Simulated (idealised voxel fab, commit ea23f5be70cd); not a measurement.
The following is a process module called voxel capacitor over wiring.
The figure presents cross-section cut, which has a width of 170 nm and is divided into square cells with an edge length of 5 nm.
Bands, listed from the top down, are how a cross-section gets written in this document; the cross-section itself is a grid of square cells, and a band is one or more rows of them.
Heads up on the band format: heights come first, top then bottom, in nm. After that it's the materials left to right, each with its width in nm. A single material flagged "edge to edge" fills the whole band edge to edge, and "empty" means there's empty space there.
Beneath 0, the wafer as received is one material, and that level is where height counting begins. The lowest band goes on downward without a bottom; it is written like "0 down".
The width entry "30 to 40" should be interpreted row by row: the top row of cells in the band takes the first number, the bottom row takes the second number, and the change between adjacent rows is uniform throughout.
Given "remained unchanged" for a step, no cell of the cross-section differs between before and after that step.
"Tabulated closed voids" means: voids of 8 cells or more that are shut off from the top with no open way through. Written width x height at distance, distance from the left edge, in nm.
Past the settings on a step's line: simulator remark, on that step.
overlay nm: step with mask; distance mask lay right of planned place; negative value = left of planned place.

Intended process steps:
step 1: RECEIVE (material Si)
step 2: CONFORMAL_DEP (material SiO2; thk nm 10)
step 3: CONFORMAL_DEP (material SiCN; thk nm 5)
step 4: DIRECTIONAL_DEP (material lowk; thk nm 25)
step 5: MASKED_ETCH (tone open; mask id METAL_1; width nm 30; pitch nm 100; etch materials lowk; depth nm 25; overlay nm 0)
step 6: MASKED_ETCH (tone open; mask id METAL_1; width nm 30; pitch nm 100; etch materials SiCN; depth nm 5; overlay nm 0)
step 7: CONFORMAL_DEP (material TiN; thk nm 5)
step 8: FILL_DEP (material Ru; thk nm 5)
step 9: CMP (height nm 40)
step 10: CONFORMAL_DEP (material SiCN; thk nm 5)
step 11: DIRECTIONAL_DEP (material SiO2; thk nm 10)
step 12: DIRECTIONAL_DEP (material aC; thk nm 10)
step 13: PATTERN (tone open; mask id PLUG_1; material resist; width nm 15; thk nm 30; overlay nm 0)
step 14: DIRECTIONAL_ETCH (etch materials aC; depth nm 10)
step 15: STRIP (etch materials resist)
step 16: DIRECTIONAL_ETCH (etch materials SiO2; depth nm 10)
step 17: DIRECTIONAL_ETCH (etch materials SiCN; depth nm 5)
step 18: STRIP (etch materials aC)
step 19: EPI (material Ru; thk nm 10)
step 20: EPI (material Ru; thk nm 5)
step 21: DIRECTIONAL_DEP (material TiN; thk nm 5)
step 22: DIRECTIONAL_DEP (material SiN; thk nm 5)
step 23: DIRECTIONAL_DEP (material TiN; thk nm 5)
step 24: DIRECTIONAL_DEP (material aC; thk nm 10)
step 25: PATTERN (tone cover; mask id UPPER_PLATE; material resist; width nm 75; thk nm 30; overlay nm 0)
step 26: DIRECTIONAL_ETCH (etch materials aC; depth nm 10)
step 27: STRIP (etch materials resist)
step 28: DIRECTIONAL_ETCH (etch materials TiN; depth nm 5)
step 29: DIRECTIONAL_ETCH (etch materials SiN; depth nm 5)
step 30: STRIP (etch materials aC)
step 31: PATTERN (tone cover; mask id LOWER_PLATE; material resist; width nm 85; thk nm 20; overlay nm 0)
step 32: DIRECTIONAL_ETCH (etch materials TiN; depth nm 5)
step 33: STRIP (etch materials resist)
step 34: FILL_DEP (material SiO2; thk nm 20)
step 35: CMP (height nm 85)
step 36: PATTERN (tone open; mask id PLUG_2; material resist; width nm 15; thk nm 15; overlay nm -15)
step 37: DIRECTIONAL_ETCH (etch materials SiO2; depth nm 15)
step 38: STRIP (etch materials resist)
step 39: CONFORMAL_DEP (material TiN; thk nm 5)
step 40: FILL_DEP (material W; thk nm 10)
step 41: CMP (height nm 85)
step 42: CONFORMAL_DEP (material SiN; thk nm 5)
Keep in mind the plan's value for the overlay nm of step 36 comes from the first wafer; the wafers don't share that setting, but they do share the same starting point.

First wafer as received, after step 1:
    0 down = Si edge to edge
    Tabulated closed voids: none

Module end state after final step 42: cross-section of the first of several wafers:
    90 to 85 = SiN edge to edge
    85 to 75 = SiO2: 30; TiN: 5; W: 5; TiN: 5; SiO2: 125
    75 to 65 = SiO2: 30 to 35; TiN: 15 to 75; SiO2: 125 to 60
    65 to 60 = SiO2: 35; SiN: 75; SiO2: 60
    60 to 55 = SiO2: 30; TiN: 85; SiO2: 55
    55 to 45 = SiO2: 35; Ru: 15; SiO2: 120
    45 to 40 = SiCN: 35; Ru: 15; SiCN: 120
    40 to 15 = lowk: 20; TiN: 5; Ru: 20; TiN: 5; lowk: 70; TiN: 5; Ru: 20; TiN: 5; lowk: 20
    15 to 10 = SiCN: 20; TiN: 30; SiCN: 70; TiN: 30; SiCN: 20
    10 to 0 = SiO2 edge to edge
    0 down = Si edge to edge
    Tabulated closed voids: none

Cross-sectional view of the final wafer of several at the module's end:
    90 to 85 = SiN edge to edge
    85 to 75 = SiO2: 60; TiN: 5; W: 5; TiN: 5; SiO2: 95
    75 to 65 = SiO2: 60 to 35; TiN: 15 to 75; SiO2: 95 to 60
    65 to 60 = SiO2: 35; SiN: 75; SiO2: 60
    60 to 55 = SiO2: 30; TiN: 85; SiO2: 55
    55 to 45 = SiO2: 35; Ru: 15; SiO2: 120
    45 to 40 = SiCN: 35; Ru: 15; SiCN: 120
    40 to 15 = lowk: 20; TiN: 5; Ru: 20; TiN: 5; lowk: 70; TiN: 5; Ru: 20; TiN: 5; lowk: 20
    15 to 10 = SiCN: 20; TiN: 30; SiCN: 70; TiN: 30; SiCN: 20
    10 to 0 = SiO2 edge to edge
    0 down = Si edge to edge
    Tabulated closed voids: none

Where each wafer stands at the end of the module, a row apiece: cells of each material gained (+) or lost (-) since it was received, then closed voids:
overlay nm -15, +49 Ru, +53 SiCN, +49 SiN, +278 SiO2, +71 TiN, +2 W, +110 lowk, Tabulated closed voids: none
overlay nm -10, +49 Ru, +53 SiCN, +49 SiN, +278 SiO2, +71 TiN, +2 W, +110 lowk, Tabulated closed voids: none
overlay nm -5, +49 Ru, +53 SiCN, +49 SiN, +278 SiO2, +71 TiN, +2 W, +110 lowk, Tabulated closed voids: none
overlay nm 0, +49 Ru, +53 SiCN, +49 SiN, +278 SiO2, +71 TiN, +2 W, +110 lowk, Tabulated closed voids: none
overlay nm 5, +49 Ru, +53 SiCN, +49 SiN, +278 SiO2, +71 TiN, +2 W, +110 lowk, Tabulated closed voids: none
overlay nm 10, +49 Ru, +53 SiCN, +49 SiN, +278 SiO2, +71 TiN, +2 W, +110 lowk, Tabulated closed voids: none
overlay nm 15, +49 Ru, +53 SiCN, +49 SiN, +278 SiO2, +71 TiN, +2 W, +110 lowk, Tabulated closed voids: none
